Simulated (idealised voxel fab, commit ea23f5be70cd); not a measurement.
process module | voxel transistor to metal
cross-section cut | 260 nm wide | cells 5 nm
A cross-section is a grid of square cells, given in bands from the top down. A band is one or more rows of cells.
Each band's line starts with the height of the band's top and of its bottom, in nm. Then come its materials from left to right, each with its width in nm. One material with "throughout" fills the band from edge to edge. "air" is empty space.
Height 0 is the level under which the wafer as received is all one material. The lowest band goes on downwards, as in "0 down".
A width such as "30 to 40" changes by the same amount from each row of cells to the next, from the band's top row to its bottom row.
"no change" after a step means that no cell of the cross-section changed.
closed voids: empty space of 8 cells or more with no open way to the top, each as width x height at its distance from the left edge, in nm
after a step's settings: what the simulator itself notes on the step
overlay nm, on a step with a mask: how far to the right of its planned place the mask lay; to the left if negative
plan
1 op RECEIVE | material Si
2 op OXIDIZE | depth nm 5
3 op CONFORMAL_DEP | material SiN | thk nm 15
4 op PATTERN | tone cover | mask id ACTIVE | material resist | width nm 95 | pitch nm 125 | thk nm 15 | overlay nm 0
5 op DIRECTIONAL_ETCH | etch materials SiN | depth nm 15
6 op DIRECTIONAL_ETCH | etch materials SiO2 | depth nm 5
7 op DIRECTIONAL_ETCH | etch materials Si | depth nm 30
8 op STRIP | etch materials resist
9 op OXIDIZE | depth nm 5
10 op FILL_DEP | material SiO2 | thk nm 10
11 op CMP | height nm 15
12 op SELECTIVE_ETCH | etch materials SiO2 | depth nm 10
13 op STRIP | etch materials SiN
14 op SELECTIVE_ETCH | etch materials SiO2 | depth nm 5
15 op OXIDIZE | depth nm 5
16 op DIRECTIONAL_DEP | material polySi | thk nm 25
17 op DIRECTIONAL_DEP | material SiCN | thk nm 15
18 op MASKED_ETCH | tone cover | mask id GATE | width nm 25 | pitch nm 125 | etch materials SiCN | depth nm 25 | overlay nm 0
19 op MASKED_ETCH | tone cover | mask id GATE | width nm 25 | pitch nm 125 | etch materials polySi | depth nm 35 | overlay nm 0
20 op CONFORMAL_DEP | material SiN | thk nm 5
21 op DIRECTIONAL_ETCH | etch materials SiN | depth nm 5
22 op DIRECTIONAL_ETCH | etch materials SiO2 | depth nm 5
23 op DIRECTIONAL_ETCH | etch materials Si | depth nm 15
24 op EPI | material SiGe | thk nm 15
25 op FILL_DEP | material SiO2 | thk nm 5
26 op CMP | height nm 35
27 op DIRECTIONAL_DEP | material SiO2 | thk nm 15
28 op MASKED_ETCH | tone open | mask id CONTACT | width nm 25 | etch materials SiO2 | depth nm 60 | overlay nm 0
29 op CONFORMAL_DEP | material TiN | thk nm 5
30 op FILL_DEP | material W | thk nm 5
31 op CMP | height nm 50
32 op CONFORMAL_DEP | material SiN | thk nm 5
33 op DIRECTIONAL_DEP | material SiO2 | thk nm 15
34 op DIRECTIONAL_DEP | material aC | thk nm 15
35 op PATTERN | tone open | mask id METAL_1 | material resist | width nm 15 | thk nm 30 | overlay nm 0
36 op DIRECTIONAL_ETCH | etch materials aC | depth nm 15
37 op STRIP | etch materials resist
38 op DIRECTIONAL_ETCH | etch materials SiO2 | depth nm 15
39 op DIRECTIONAL_ETCH | etch materials SiN | depth nm 5
40 op STRIP | etch materials aC
41 op CONFORMAL_DEP | material TiN | thk nm 5
42 op FILL_DEP | material Cu | thk nm 10
43 op CMP | height nm 70
44 op CONFORMAL_DEP | material SiN | thk nm 5
first wafer, as planned
as received, after step 1
  0 down: Si throughout
  closed voids: none
after step 2
  0 to -5: SiO2 throughout
  below -5: unchanged
after step 3
  15 to 0: SiN throughout
  below 0: unchanged
after step 4
  30 to 15: air 20 | resist 95 | air 30 | resist 95 | air 20
  below 15: unchanged
after step 5
  30 to 15: air 20 | resist 95 | air 30 | resist 95 | air 20
  15 to 0: air 20 | SiN 95 | air 30 | SiN 95 | air 20
  below 0: unchanged
after step 6
  30 to 15: air 20 | resist 95 | air 30 | resist 95 | air 20
  15 to 0: air 20 | SiN 95 | air 30 | SiN 95 | air 20
  0 to -5: air 20 | SiO2 95 | air 30 | SiO2 95 | air 20
  below -5: unchanged
after step 7
  30 to 15: air 20 | resist 95 | air 30 | resist 95 | air 20
  15 to 0: air 20 | SiN 95 | air 30 | SiN 95 | air 20
  0 to -5: air 20 | SiO2 95 | air 30 | SiO2 95 | air 20
  -5 to -35: air 20 | Si 95 | air 30 | Si 95 | air 20
  below -35: unchanged
after step 8
  15 to 0: air 20 | SiN 95 | air 30 | SiN 95 | air 20
  below 0: unchanged
after step 9
  15 to 0: air 20 | SiN 95 | air 30 | SiN 95 | air 20
  0 to -5: air 20 | SiO2 95 | air 30 | SiO2 95 | air 20
  -5 to -35: air 20 | SiO2 5 | Si 85 | SiO2 5 | air 30 | SiO2 5 | Si 85 | SiO2 5 | air 20
  -35 to -40: SiO2 25 | Si 85 | SiO2 40 | Si 85 | SiO2 25
  below -40: unchanged
after step 10
  25 to 15: SiO2 throughout
  15 to 0: SiO2 20 | SiN 95 | SiO2 30 | SiN 95 | SiO2 20
  0 to -5: SiO2 throughout
  -5 to -40: SiO2 25 | Si 85 | SiO2 40 | Si 85 | SiO2 25
  below -40: unchanged
after step 11
  15 to 0: SiO2 20 | SiN 95 | SiO2 30 | SiN 95 | SiO2 20
  below 0: unchanged
after step 12
  15 to 5: air 20 | SiN 95 | air 30 | SiN 95 | air 20
  below 5: unchanged
after step 13
  5 to 0: SiO2 20 | air 95 | SiO2 30 | air 95 | SiO2 20
  below 0: unchanged
after step 14
  0 to -5: SiO2 15 | air 105 | SiO2 20 | air 105 | SiO2 15
  below -5: unchanged
after step 15
  0 to -5: SiO2 15 | air 105 | SiO2 20 | air 105 | SiO2 15
  -5 to -10: SiO2 throughout
  below -10: unchanged
after step 16
  25 to 20: polySi 15 | air 105 | polySi 20 | air 105 | polySi 15
  20 to 0: polySi throughout
  0 to -5: SiO2 15 | polySi 105 | SiO2 20 | polySi 105 | SiO2 15
  below -5: unchanged
after step 17
  40 to 35: SiCN 15 | air 105 | SiCN 20 | air 105 | SiCN 15
  35 to 25: SiCN throughout
  25 to 20: polySi 15 | SiCN 105 | polySi 20 | SiCN 105 | polySi 15
  below 20: unchanged
after step 18
  35 to 25: air 55 | SiCN 25 | air 100 | SiCN 25 | air 55
  25 to 20: polySi 15 | air 40 | SiCN 25 | air 40 | polySi 20 | air 40 | SiCN 25 | air 40 | polySi 15
  below 20: unchanged
after step 19
  35 to 20: air 55 | SiCN 25 | air 100 | SiCN 25 | air 55
  20 to 0: air 55 | polySi 25 | air 100 | polySi 25 | air 55
  0 to -5: SiO2 15 | air 40 | polySi 25 | air 40 | SiO2 20 | air 40 | polySi 25 | air 40 | SiO2 15
  below -5: unchanged
after step 20
  40 to 35: air 50 | SiN 35 | air 90 | SiN 35 | air 50
  35 to 20: air 50 | SiN 5 | SiCN 25 | SiN 5 | air 90 | SiN 5 | SiCN 25 | SiN 5 | air 50
  20 to 5: air 50 | SiN 5 | polySi 25 | SiN 5 | air 90 | SiN 5 | polySi 25 | SiN 5 | air 50
  5 to 0: SiN 20 | air 30 | SiN 5 | polySi 25 | SiN 5 | air 30 | SiN 30 | air 30 | SiN 5 | polySi 25 | SiN 5 | air 30 | SiN 20
  0 to -5: SiO2 15 | SiN 40 | polySi 25 | SiN 40 | SiO2 20 | SiN 40 | polySi 25 | SiN 40 | SiO2 15
  below -5: unchanged
after step 21
  35 to 20: air 50 | SiN 5 | SiCN 25 | SiN 5 | air 90 | SiN 5 | SiCN 25 | SiN 5 | air 50
  20 to 0: air 50 | SiN 5 | polySi 25 | SiN 5 | air 90 | SiN 5 | polySi 25 | SiN 5 | air 50
  0 to -5: SiO2 15 | SiN 5 | air 30 | SiN 5 | polySi 25 | SiN 5 | air 30 | SiN 5 | SiO2 20 | SiN 5 | air 30 | SiN 5 | polySi 25 | SiN 5 | air 30 | SiN 5 | SiO2 15
  below -5: unchanged
after step 22
  35 to 20: air 50 | SiN 5 | SiCN 25 | SiN 5 | air 90 | SiN 5 | SiCN 25 | SiN 5 | air 50
  20 to 0: air 50 | SiN 5 | polySi 25 | SiN 5 | air 90 | SiN 5 | polySi 25 | SiN 5 | air 50
  0 to -5: air 15 | SiN 5 | air 30 | SiN 5 | polySi 25 | SiN 5 | air 30 | SiN 5 | air 20 | SiN 5 | air 30 | SiN 5 | polySi 25 | SiN 5 | air 30 | SiN 5 | air 15
  -5 to -10: SiO2 20 | air 30 | SiO2 35 | air 30 | SiO2 30 | air 30 | SiO2 35 | air 30 | SiO2 20
  below -10: unchanged
after step 23
  35 to 20: air 50 | SiN 5 | SiCN 25 | SiN 5 | air 90 | SiN 5 | SiCN 25 | SiN 5 | air 50
  20 to 0: air 50 | SiN 5 | polySi 25 | SiN 5 | air 90 | SiN 5 | polySi 25 | SiN 5 | air 50
  0 to -5: air 15 | SiN 5 | air 30 | SiN 5 | polySi 25 | SiN 5 | air 30 | SiN 5 | air 20 | SiN 5 | air 30 | SiN 5 | polySi 25 | SiN 5 | air 30 | SiN 5 | air 15
  -5 to -10: SiO2 20 | air 30 | SiO2 35 | air 30 | SiO2 30 | air 30 | SiO2 35 | air 30 | SiO2 20
  -10 to -25: SiO2 25 | air 25 | Si 35 | air 25 | SiO2 40 | air 25 | Si 35 | air 25 | SiO2 25
  below -25: unchanged
after step 24
  35 to 20: air 50 | SiN 5 | SiCN 25 | SiN 5 | air 90 | SiN 5 | SiCN 25 | SiN 5 | air 50
  20 to 5: air 50 | SiN 5 | polySi 25 | SiN 5 | air 90 | SiN 5 | polySi 25 | SiN 5 | air 50
  5 to 0: air 35 | SiGe 15 | SiN 5 | polySi 25 | SiN 5 | SiGe 15 | air 60 | SiGe 15 | SiN 5 | polySi 25 | SiN 5 | SiGe 15 | air 35
  0 to -5: air 15 | SiN 5 | air 15 | SiGe 15 | SiN 5 | polySi 25 | SiN 5 | SiGe 15 | air 15 | SiN 5 | air 20 | SiN 5 | air 15 | SiGe 15 | SiN 5 | polySi 25 | SiN 5 | SiGe 15 | air 15 | SiN 5 | air 15
  -5 to -10: SiO2 20 | air 15 | SiGe 15 | SiO2 35 | SiGe 15 | air 15 | SiO2 30 | air 15 | SiGe 15 | SiO2 35 | SiGe 15 | air 15 | SiO2 20
  -10 to -25: SiO2 25 | SiGe 25 | Si 35 | SiGe 25 | SiO2 40 | SiGe 25 | Si 35 | SiGe 25 | SiO2 25
  below -25: unchanged
after step 25
  40 to 35: SiO2 throughout
  35 to 20: SiO2 50 | SiN 5 | SiCN 25 | SiN 5 | SiO2 90 | SiN 5 | SiCN 25 | SiN 5 | SiO2 50
  20 to 5: SiO2 50 | SiN 5 | polySi 25 | SiN 5 | SiO2 90 | SiN 5 | polySi 25 | SiN 5 | SiO2 50
  5 to 0: SiO2 35 | SiGe 15 | SiN 5 | polySi 25 | SiN 5 | SiGe 15 | SiO2 60 | SiGe 15 | SiN 5 | polySi 25 | SiN 5 | SiGe 15 | SiO2 35
  0 to -5: SiO2 15 | SiN 5 | SiO2 15 | SiGe 15 | SiN 5 | polySi 25 | SiN 5 | SiGe 15 | SiO2 15 | SiN 5 | SiO2 20 | SiN 5 | SiO2 15 | SiGe 15 | SiN 5 | polySi 25 | SiN 5 | SiGe 15 | SiO2 15 | SiN 5 | SiO2 15
  -5 to -10: SiO2 35 | SiGe 15 | SiO2 35 | SiGe 15 | SiO2 60 | SiGe 15 | SiO2 35 | SiGe 15 | SiO2 35
  below -10: unchanged
after step 26
  35 to 20: SiO2 50 | SiN 5 | SiCN 25 | SiN 5 | SiO2 90 | SiN 5 | SiCN 25 | SiN 5 | SiO2 50
  below 20: unchanged
after step 27
  50 to 35: SiO2 throughout
  below 35: unchanged
after step 28
  50 to 35: SiO2 25 | air 25 | SiO2 35 | air 25 | SiO2 40 | air 25 | SiO2 35 | air 25 | SiO2 25
  35 to 20: SiO2 25 | air 25 | SiN 5 | SiCN 25 | SiN 5 | air 25 | SiO2 40 | air 25 | SiN 5 | SiCN 25 | SiN 5 | air 25 | SiO2 25
  20 to 5: SiO2 25 | air 25 | SiN 5 | polySi 25 | SiN 5 | air 25 | SiO2 40 | air 25 | SiN 5 | polySi 25 | SiN 5 | air 25 | SiO2 25
  5 to 0: SiO2 25 | air 10 | SiGe 15 | SiN 5 | polySi 25 | SiN 5 | SiGe 15 | air 10 | SiO2 40 | air 10 | SiGe 15 | SiN 5 | polySi 25 | SiN 5 | SiGe 15 | air 10 | SiO2 25
  0 to -5: SiO2 15 | SiN 5 | SiO2 5 | air 10 | SiGe 15 | SiN 5 | polySi 25 | SiN 5 | SiGe 15 | air 10 | SiO2 5 | SiN 5 | SiO2 20 | SiN 5 | SiO2 5 | air 10 | SiGe 15 | SiN 5 | polySi 25 | SiN 5 | SiGe 15 | air 10 | SiO2 5 | SiN 5 | SiO2 15
  -5 to -10: SiO2 25 | air 10 | SiGe 15 | SiO2 35 | SiGe 15 | air 10 | SiO2 40 | air 10 | SiGe 15 | SiO2 35 | SiGe 15 | air 10 | SiO2 25
  below -10: unchanged
after step 29
  55 to 50: TiN 30 | air 15 | TiN 45 | air 15 | TiN 50 | air 15 | TiN 45 | air 15 | TiN 30
  50 to 35: SiO2 25 | TiN 5 | air 15 | TiN 5 | SiO2 35 | TiN 5 | air 15 | TiN 5 | SiO2 40 | TiN 5 | air 15 | TiN 5 | SiO2 35 | TiN 5 | air 15 | TiN 5 | SiO2 25
  35 to 20: SiO2 25 | TiN 5 | air 15 | TiN 5 | SiN 5 | SiCN 25 | SiN 5 | TiN 5 | air 15 | TiN 5 | SiO2 40 | TiN 5 | air 15 | TiN 5 | SiN 5 | SiCN 25 | SiN 5 | TiN 5 | air 15 | TiN 5 | SiO2 25
  20 to 10: SiO2 25 | TiN 5 | air 15 | TiN 5 | SiN 5 | polySi 25 | SiN 5 | TiN 5 | air 15 | TiN 5 | SiO2 40 | TiN 5 | air 15 | TiN 5 | SiN 5 | polySi 25 | SiN 5 | TiN 5 | air 15 | TiN 5 | SiO2 25
  10 to 5: SiO2 25 | TiN 25 | SiN 5 | polySi 25 | SiN 5 | TiN 25 | SiO2 40 | TiN 25 | SiN 5 | polySi 25 | SiN 5 | TiN 25 | SiO2 25
  5 to 0: SiO2 25 | TiN 10 | SiGe 15 | SiN 5 | polySi 25 | SiN 5 | SiGe 15 | TiN 10 | SiO2 40 | TiN 10 | SiGe 15 | SiN 5 | polySi 25 | SiN 5 | SiGe 15 | TiN 10 | SiO2 25
  0 to -5: SiO2 15 | SiN 5 | SiO2 5 | TiN 10 | SiGe 15 | SiN 5 | polySi 25 | SiN 5 | SiGe 15 | TiN 10 | SiO2 5 | SiN 5 | SiO2 20 | SiN 5 | SiO2 5 | TiN 10 | SiGe 15 | SiN 5 | polySi 25 | SiN 5 | SiGe 15 | TiN 10 | SiO2 5 | SiN 5 | SiO2 15
  -5 to -10: SiO2 25 | TiN 10 | SiGe 15 | SiO2 35 | SiGe 15 | TiN 10 | SiO2 40 | TiN 10 | SiGe 15 | SiO2 35 | SiGe 15 | TiN 10 | SiO2 25
  below -10: unchanged
after step 30
  60 to 55: W throughout
  55 to 50: TiN 30 | W 15 | TiN 45 | W 15 | TiN 50 | W 15 | TiN 45 | W 15 | TiN 30
  50 to 35: SiO2 25 | TiN 5 | W 15 | TiN 5 | SiO2 35 | TiN 5 | W 15 | TiN 5 | SiO2 40 | TiN 5 | W 15 | TiN 5 | SiO2 35 | TiN 5 | W 15 | TiN 5 | SiO2 25
  35 to 20: SiO2 25 | TiN 5 | W 15 | TiN 5 | SiN 5 | SiCN 25 | SiN 5 | TiN 5 | W 15 | TiN 5 | SiO2 40 | TiN 5 | W 15 | TiN 5 | SiN 5 | SiCN 25 | SiN 5 | TiN 5 | W 15 | TiN 5 | SiO2 25
  20 to 10: SiO2 25 | TiN 5 | W 15 | TiN 5 | SiN 5 | polySi 25 | SiN 5 | TiN 5 | W 15 | TiN 5 | SiO2 40 | TiN 5 | W 15 | TiN 5 | SiN 5 | polySi 25 | SiN 5 | TiN 5 | W 15 | TiN 5 | SiO2 25
  below 10: unchanged
after step 31
  50 to 35: SiO2 25 | TiN 5 | W 15 | TiN 5 | SiO2 35 | TiN 5 | W 15 | TiN 5 | SiO2 40 | TiN 5 | W 15 | TiN 5 | SiO2 35 | TiN 5 | W 15 | TiN 5 | SiO2 25
  below 35: unchanged
after step 32
  55 to 50: SiN throughout
  below 50: unchanged
after step 33
  70 to 55: SiO2 throughout
  below 55: unchanged
after step 34
  85 to 70: aC throughout
  below 70: unchanged
after step 35
  115 to 85: resist 25 | air 15 | resist 55 | air 15 | resist 40 | air 15 | resist 55 | air 15 | resist 25
  below 85: unchanged
after step 36
  100 to 85: resist 25 | air 15 | resist 55 | air 15 | resist 40 | air 15 | resist 55 | air 15 | resist 25
  85 to 70: aC 25 | air 15 | aC 55 | air 15 | aC 40 | air 15 | aC 55 | air 15 | aC 25
  below 70: unchanged
after step 37
  85 to 70: aC 25 | air 15 | aC 55 | air 15 | aC 40 | air 15 | aC 55 | air 15 | aC 25
  below 70: unchanged
after step 38
  85 to 70: aC 25 | air 15 | aC 55 | air 15 | aC 40 | air 15 | aC 55 | air 15 | aC 25
  70 to 55: SiO2 25 | air 15 | SiO2 55 | air 15 | SiO2 40 | air 15 | SiO2 55 | air 15 | SiO2 25
  below 55: unchanged
after step 39
  85 to 70: aC 25 | air 15 | aC 55 | air 15 | aC 40 | air 15 | aC 55 | air 15 | aC 25
  70 to 55: SiO2 25 | air 15 | SiO2 55 | air 15 | SiO2 40 | air 15 | SiO2 55 | air 15 | SiO2 25
  55 to 50: SiN 25 | air 15 | SiN 55 | air 15 | SiN 40 | air 15 | SiN 55 | air 15 | SiN 25
  below 50: unchanged
after step 40
  70 to 55: SiO2 25 | air 15 | SiO2 55 | air 15 | SiO2 40 | air 15 | SiO2 55 | air 15 | SiO2 25
  below 55: unchanged
after step 41
  75 to 70: TiN 30 | air 5 | TiN 65 | air 5 | TiN 50 | air 5 | TiN 65 | air 5 | TiN 30
  70 to 55: SiO2 25 | TiN 5 | air 5 | TiN 5 | SiO2 55 | TiN 5 | air 5 | TiN 5 | SiO2 40 | TiN 5 | air 5 | TiN 5 | SiO2 55 | TiN 5 | air 5 | TiN 5 | SiO2 25
  55 to 50: SiN 25 | TiN 15 | SiN 55 | TiN 15 | SiN 40 | TiN 15 | SiN 55 | TiN 15 | SiN 25
  below 50: unchanged
after step 42
  85 to 75: Cu throughout
  75 to 70: TiN 30 | Cu 5 | TiN 65 | Cu 5 | TiN 50 | Cu 5 | TiN 65 | Cu 5 | TiN 30
  70 to 55: SiO2 25 | TiN 5 | Cu 5 | TiN 5 | SiO2 55 | TiN 5 | Cu 5 | TiN 5 | SiO2 40 | TiN 5 | Cu 5 | TiN 5 | SiO2 55 | TiN 5 | Cu 5 | TiN 5 | SiO2 25
  below 55: unchanged
after step 43
  70 to 55: SiO2 25 | TiN 5 | Cu 5 | TiN 5 | SiO2 55 | TiN 5 | Cu 5 | TiN 5 | SiO2 40 | TiN 5 | Cu 5 | TiN 5 | SiO2 55 | TiN 5 | Cu 5 | TiN 5 | SiO2 25
  below 55: unchanged
after step 44
  75 to 70: SiN throughout
  below 70: unchanged
second wafer: like start, like plan, one mistake. Through step 27 it matches the first wafer
when step 28 should have ended
  50 to 35: SiO2 30 | air 20 | SiO2 40 | air 20 | SiO2 45 | air 20 | SiO2 40 | air 20 | SiO2 25
  35 to 20: SiO2 30 | air 20 | SiN 5 | SiCN 25 | SiN 5 | SiO2 5 | air 20 | SiO2 45 | air 20 | SiN 5 | SiCN 25 | SiN 5 | SiO2 5 | air 20 | SiO2 25
  20 to 5: SiO2 30 | air 20 | SiN 5 | polySi 25 | SiN 5 | SiO2 5 | air 20 | SiO2 45 | air 20 | SiN 5 | polySi 25 | SiN 5 | SiO2 5 | air 20 | SiO2 25
  5 to 0: SiO2 30 | air 5 | SiGe 15 | SiN 5 | polySi 25 | SiN 5 | SiGe 15 | air 10 | SiO2 45 | air 5 | SiGe 15 | SiN 5 | polySi 25 | SiN 5 | SiGe 15 | air 10 | SiO2 25
  0 to -5: SiO2 15 | SiN 5 | SiO2 10 | air 5 | SiGe 15 | SiN 5 | polySi 25 | SiN 5 | SiGe 15 | air 10 | SiO2 5 | SiN 5 | SiO2 20 | SiN 5 | SiO2 10 | air 5 | SiGe 15 | SiN 5 | polySi 25 | SiN 5 | SiGe 15 | air 10 | SiO2 5 | SiN 5 | SiO2 15
  -5 to -10: SiO2 30 | air 5 | SiGe 15 | SiO2 35 | SiGe 15 | air 10 | SiO2 45 | air 5 | SiGe 15 | SiO2 35 | SiGe 15 | air 10 | SiO2 25
  below -10: unchanged
when step 29 should have ended
  55 to 50: TiN 35 | air 10 | TiN 50 | air 10 | TiN 55 | air 10 | TiN 50 | air 10 | TiN 30
  50 to 35: SiO2 30 | TiN 5 | air 10 | TiN 5 | SiO2 40 | TiN 5 | air 10 | TiN 5 | SiO2 45 | TiN 5 | air 10 | TiN 5 | SiO2 40 | TiN 5 | air 10 | TiN 5 | SiO2 25
  35 to 20: SiO2 30 | TiN 5 | air 10 | TiN 5 | SiN 5 | SiCN 25 | SiN 5 | SiO2 5 | TiN 5 | air 10 | TiN 5 | SiO2 45 | TiN 5 | air 10 | TiN 5 | SiN 5 | SiCN 25 | SiN 5 | SiO2 5 | TiN 5 | air 10 | TiN 5 | SiO2 25
  20 to 10: SiO2 30 | TiN 5 | air 10 | TiN 5 | SiN 5 | polySi 25 | SiN 5 | SiO2 5 | TiN 5 | air 10 | TiN 5 | SiO2 45 | TiN 5 | air 10 | TiN 5 | SiN 5 | polySi 25 | SiN 5 | SiO2 5 | TiN 5 | air 10 | TiN 5 | SiO2 25
  10 to 5: SiO2 30 | TiN 20 | SiN 5 | polySi 25 | SiN 5 | SiO2 5 | TiN 20 | SiO2 45 | TiN 20 | SiN 5 | polySi 25 | SiN 5 | SiO2 5 | TiN 20 | SiO2 25
  5 to 0: SiO2 30 | TiN 5 | SiGe 15 | SiN 5 | polySi 25 | SiN 5 | SiGe 15 | TiN 10 | SiO2 45 | TiN 5 | SiGe 15 | SiN 5 | polySi 25 | SiN 5 | SiGe 15 | TiN 10 | SiO2 25
  0 to -5: SiO2 15 | SiN 5 | SiO2 10 | TiN 5 | SiGe 15 | SiN 5 | polySi 25 | SiN 5 | SiGe 15 | TiN 10 | SiO2 5 | SiN 5 | SiO2 20 | SiN 5 | SiO2 10 | TiN 5 | SiGe 15 | SiN 5 | polySi 25 | SiN 5 | SiGe 15 | TiN 10 | SiO2 5 | SiN 5 | SiO2 15
  -5 to -10: SiO2 30 | TiN 5 | SiGe 15 | SiO2 35 | SiGe 15 | TiN 10 | SiO2 45 | TiN 5 | SiGe 15 | SiO2 35 | SiGe 15 | TiN 10 | SiO2 25
  below -10: unchanged
when step 30 should have ended
  60 to 55: W throughout
  55 to 50: TiN 35 | W 10 | TiN 50 | W 10 | TiN 55 | W 10 | TiN 50 | W 10 | TiN 30
  50 to 35: SiO2 30 | TiN 5 | W 10 | TiN 5 | SiO2 40 | TiN 5 | W 10 | TiN 5 | SiO2 45 | TiN 5 | W 10 | TiN 5 | SiO2 40 | TiN 5 | W 10 | TiN 5 | SiO2 25
  35 to 20: SiO2 30 | TiN 5 | W 10 | TiN 5 | SiN 5 | SiCN 25 | SiN 5 | SiO2 5 | TiN 5 | W 10 | TiN 5 | SiO2 45 | TiN 5 | W 10 | TiN 5 | SiN 5 | SiCN 25 | SiN 5 | SiO2 5 | TiN 5 | W 10 | TiN 5 | SiO2 25
  20 to 10: SiO2 30 | TiN 5 | W 10 | TiN 5 | SiN 5 | polySi 25 | SiN 5 | SiO2 5 | TiN 5 | W 10 | TiN 5 | SiO2 45 | TiN 5 | W 10 | TiN 5 | SiN 5 | polySi 25 | SiN 5 | SiO2 5 | TiN 5 | W 10 | TiN 5 | SiO2 25
  below 10: unchanged
when step 31 should have ended
  50 to 35: SiO2 30 | TiN 5 | W 10 | TiN 5 | SiO2 40 | TiN 5 | W 10 | TiN 5 | SiO2 45 | TiN 5 | W 10 | TiN 5 | SiO2 40 | TiN 5 | W 10 | TiN 5 | SiO2 25
  below 35: unchanged
when step 32 should have ended
  55 to 50: SiN throughout
  below 50: unchanged
when step 33 should have ended
  70 to 55: SiO2 throughout
  below 55: unchanged
when step 34 should have ended
  85 to 70: aC throughout
  below 70: unchanged
when step 35 should have ended
  115 to 85: resist 25 | air 15 | resist 55 | air 15 | resist 40 | air 15 | resist 55 | air 15 | resist 25
  below 85: unchanged
when step 36 should have ended
  100 to 85: resist 25 | air 15 | resist 55 | air 15 | resist 40 | air 15 | resist 55 | air 15 | resist 25
  85 to 70: aC 25 | air 15 | aC 55 | air 15 | aC 40 | air 15 | aC 55 | air 15 | aC 25
  below 70: unchanged
when step 37 should have ended
  85 to 70: aC 25 | air 15 | aC 55 | air 15 | aC 40 | air 15 | aC 55 | air 15 | aC 25
  below 70: unchanged
when step 38 should have ended
  85 to 70: aC 25 | air 15 | aC 55 | air 15 | aC 40 | air 15 | aC 55 | air 15 | aC 25
  70 to 55: SiO2 25 | air 15 | SiO2 55 | air 15 | SiO2 40 | air 15 | SiO2 55 | air 15 | SiO2 25
  below 55: unchanged
when step 39 should have ended
  85 to 70: aC 25 | air 15 | aC 55 | air 15 | aC 40 | air 15 | aC 55 | air 15 | aC 25
  70 to 55: SiO2 25 | air 15 | SiO2 55 | air 15 | SiO2 40 | air 15 | SiO2 55 | air 15 | SiO2 25
  55 to 50: SiN 25 | air 15 | SiN 55 | air 15 | SiN 40 | air 15 | SiN 55 | air 15 | SiN 25
  below 50: unchanged
when step 40 should have ended
  70 to 55: SiO2 25 | air 15 | SiO2 55 | air 15 | SiO2 40 | air 15 | SiO2 55 | air 15 | SiO2 25
  below 55: unchanged
when step 41 should have ended
  75 to 70: TiN 30 | air 5 | TiN 65 | air 5 | TiN 50 | air 5 | TiN 65 | air 5 | TiN 30
  70 to 55: SiO2 25 | TiN 5 | air 5 | TiN 5 | SiO2 55 | TiN 5 | air 5 | TiN 5 | SiO2 40 | TiN 5 | air 5 | TiN 5 | SiO2 55 | TiN 5 | air 5 | TiN 5 | SiO2 25
  55 to 50: SiN 25 | TiN 15 | SiN 55 | TiN 15 | SiN 40 | TiN 15 | SiN 55 | TiN 15 | SiN 25
  below 50: unchanged
when step 42 should have ended
  85 to 75: Cu throughout
  75 to 70: TiN 30 | Cu 5 | TiN 65 | Cu 5 | TiN 50 | Cu 5 | TiN 65 | Cu 5 | TiN 30
  70 to 55: SiO2 25 | TiN 5 | Cu 5 | TiN 5 | SiO2 55 | TiN 5 | Cu 5 | TiN 5 | SiO2 40 | TiN 5 | Cu 5 | TiN 5 | SiO2 55 | TiN 5 | Cu 5 | TiN 5 | SiO2 25
  below 55: unchanged
when step 43 should have ended
  70 to 55: SiO2 25 | TiN 5 | Cu 5 | TiN 5 | SiO2 55 | TiN 5 | Cu 5 | TiN 5 | SiO2 40 | TiN 5 | Cu 5 | TiN 5 | SiO2 55 | TiN 5 | Cu 5 | TiN 5 | SiO2 25
  below 55: unchanged
when step 44 should have ended
  75 to 70: SiN throughout
  below 70: unchanged
what went wrong: step 28 ran as: op MASKED_ETCH | tone open | mask id CONTACT | width nm 20 | etch materials SiO2 | depth nm 60 | overlay nm 0
at the end the second wafer has, in cells: 42 more of SiO2 | 10 fewer of TiN | 32 fewer of W
